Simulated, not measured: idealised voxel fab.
Module name: voxel released beams (process module)
Displayed cross-section: cut, width of 265 nm, square cells sized 5 nm.
Throughout this document, each cross-section is represented as a grid of square cells and is presented as a sequence of bands enumerated from the top downward, where a band comprises one or more rows of cells. Quick guide to a band line: top height, bottom height (nm) up front; then every material left to right with its width in nm. Only one material and it's marked "all across"? Then it fills the band edge to edge. And "blank" just means empty space. Where do heights start? At 0: under that level the wafer as delivered is made of one material only. And the lowest band has no floor; it just carries on downward, as in "0 down". The expression "30 to 40" gives the width at the extremes of the band, the first number at its top row of cells and the second at its bottom row, with the width changing by equal amounts from each row to the next in between. "no modification" for a step: no cell of the cross-section changed in that step. Empty spaces without an open route to the top, at least 8 cells in extent, make up the entry "Closed empty spaces"; each is given as width x height at distance, where the distance is measured from the left edge, and all are in nm. It should be noted that, on the line of a given step, the content following the step's settings is a remark produced by the simulator itself with respect to that step. The setting "overlay nm" may be written on the line of a step. When the step uses a mask, the value reports how far to the right of the planned place the mask lay, and a negative value reports that it lay to the left.
# Steps planned for the process
1: RECEIVE (material Si)
2: CONFORMAL_DEP (material SiN; thk nm 10)
3: DIRECTIONAL_DEP (material SiO2; thk nm 15)
4: DIRECTIONAL_DEP (material aC; thk nm 15)
5: PATTERN (tone open; mask id ANCHOR; material resist; width nm 25; thk nm 35; overlay nm 0)
6: DIRECTIONAL_ETCH (etch materials aC; depth nm 15)
7: STRIP (etch materials resist)
8: DIRECTIONAL_ETCH (etch materials SiO2; depth nm 15)
9: STRIP (etch materials aC)
10: CONFORMAL_DEP (material polySi; thk nm 10)
11: PATTERN (tone cover; mask id BEAM; material resist; width nm 70; thk nm 20; overlay nm 0)
12: DIRECTIONAL_ETCH (etch materials polySi; depth nm 10)
13: STRIP (etch materials resist)
14: STRIP (etch materials SiO2)
# As received (post step 1): cross-section
0 down = Si all across
Closed empty spaces: none
# Post-module cross-section of the first of two wafers (run per plan)
35 to 25 = blank=95 | polySi=15 | blank=5 | polySi=50 | blank=100
25 to 20 = blank=100 | polySi=10 | blank=5 | polySi=10 | blank=140
20 to 10 = blank=100 | polySi=25 | blank=140
10 to 0 = SiN all across
0 down = Si all across
Closed empty spaces: none
# Cross-section of the latter of the two wafers at module completion. It had an identical start and an identical plan to the former; in running it, one mistake was made
30 to 20 = blank=95 | polySi=15 | blank=5 | polySi=50 | blank=100
20 to 15 = blank=100 | polySi=10 | blank=5 | polySi=10 | blank=140
15 to 5 = blank=100 | polySi=25 | blank=140
5 to 0 = SiN all across
0 down = Si all across
Closed empty spaces: none
Error vs. plan: contrary to plan, step 2 was performed as CONFORMAL_DEP (material SiN; thk nm 5)
Cell-count delta at end, second wafer over first, by material: -53 SiN
